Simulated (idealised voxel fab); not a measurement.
Process module under the name voxel gate over fins
For reference, the cross-section in this document is cut, with width 240 nm and square cells of 5 nm.
Bands, listed from the top down, are how a cross-section gets written in this document; the cross-section itself is a grid of square cells, and a band is one or more rows of them. Each band's line starts with the height of the band's top and of its bottom, in nm. Then come its materials from left to right, each with its width in nm. One material with "everywhere" fills the band from edge to edge. "blank" is empty space. Heights are reckoned from 0. Under this level, the received wafer is all of one material. The bottommost band is open-ended downward, for example "0 -> down". The width entry "30->40" should be interpreted row by row: the top row of cells in the band takes the first number, the bottom row takes the second number, and the change between adjacent rows is uniform throughout. Given "no modification" for a step, no cell of the cross-section differs between before and after that step. Any empty space of 8 cells or more lacking an open way to the top shows up in "Enclosed cavities" as width x height at distance, distance from the left edge, in nm. The remark found on a step's line after its settings is issued by the simulator itself and pertains to that step. You can add "overlay nm" to a step's line. For a step with a mask, it describes how far the mask lay to the right of its planned position, and a negative number describes a lay to the left.

**List of planned process steps**
1. RECEIVE with material Si
2. CONFORMAL_DEP with material SiN, thk nm 5
3. PATTERN with tone cover, mask id FINS, material resist, width nm 15, pitch nm 60, thk nm 15, overlay nm 0
4. DIRECTIONAL_ETCH with etch materials SiN, depth nm 5
5. DIRECTIONAL_ETCH with etch materials Si, depth nm 35
6. STRIP with etch materials resist
7. OXIDIZE with depth nm 5
8. FILL_DEP with material SiO2, thk nm 5
9. CMP with height nm 5
10. MASKED_ETCH with tone open, mask id RAIL, width nm 15, etch materials SiO2, depth nm 35, overlay nm 0
11. CONFORMAL_DEP with material TiN, thk nm 5
12. FILL_DEP with material W, thk nm 5
13. CMP with height nm 5
14. SELECTIVE_ETCH with etch materials W Ru TiN, depth nm 25
15. FILL_DEP with material SiO2, thk nm 5
16. CMP with height nm 5
17. SELECTIVE_ETCH with etch materials SiO2, depth nm 20
18. STRIP with etch materials SiN
19. CONFORMAL_DEP with material HfO2, thk nm 5
20. CONFORMAL_DEP with material TiN, thk nm 5
21. FILL_DEP with material W, thk nm 15
22. CMP with height nm 20
23. CONFORMAL_DEP with material SiN, thk nm 5

**Incoming wafer in cross-section (state: after step 1)**
	0 -> down: Si everywhere
	Enclosed cavities: none

**End-of-module cross-section. Starting structure and process plan as above; one mistake made in running it**
	25 -> 20: SiN everywhere
	20 -> 10: W everywhere
	10 -> 5: W=45, then TiN=25, then W=35, then TiN=25, then W=35, then TiN=25, then W=50
	5 -> 0: W=45, then TiN=5, then HfO2=15, then TiN=5, then W=35, then TiN=5, then HfO2=15, then TiN=5, then W=35, then TiN=5, then HfO2=15, then TiN=5, then W=50
	0 -> -5: W=45, then TiN=5, then HfO2=5, then Si=5, then HfO2=5, then TiN=5, then W=35, then TiN=5, then HfO2=5, then Si=5, then HfO2=5, then TiN=5, then W=35, then TiN=5, then HfO2=5, then Si=5, then HfO2=5, then TiN=5, then W=50
	-5 -> -10: TiN=50, then HfO2=5, then Si=5, then HfO2=5, then TiN=45, then HfO2=5, then Si=5, then HfO2=5, then TiN=45, then HfO2=5, then Si=5, then HfO2=5, then TiN=55
	-10 -> -15: HfO2=55, then Si=5, then HfO2=55, then Si=5, then HfO2=55, then Si=5, then HfO2=60
	-15 -> -20: SiO2=55, then Si=5, then SiO2=55, then Si=5, then SiO2=55, then Si=5, then SiO2=60
	-20 -> -25: SiO2=55, then Si=5, then SiO2=20, then TiN=5, then Ru=5, then TiN=5, then SiO2=20, then Si=5, then SiO2=55, then Si=5, then SiO2=60
	-25 -> -30: SiO2=55, then Si=5, then SiO2=20, then TiN=15, then SiO2=20, then Si=5, then SiO2=55, then Si=5, then SiO2=60
	-30 -> -40: SiO2=55, then Si=5, then SiO2=55, then Si=5, then SiO2=55, then Si=5, then SiO2=60
	-40 -> down: Si everywhere
	Enclosed cavities: none
So what did we get wrong on this run? planned and actual differ for step 12; actual: FILL_DEP with material Ru, thk nm 5
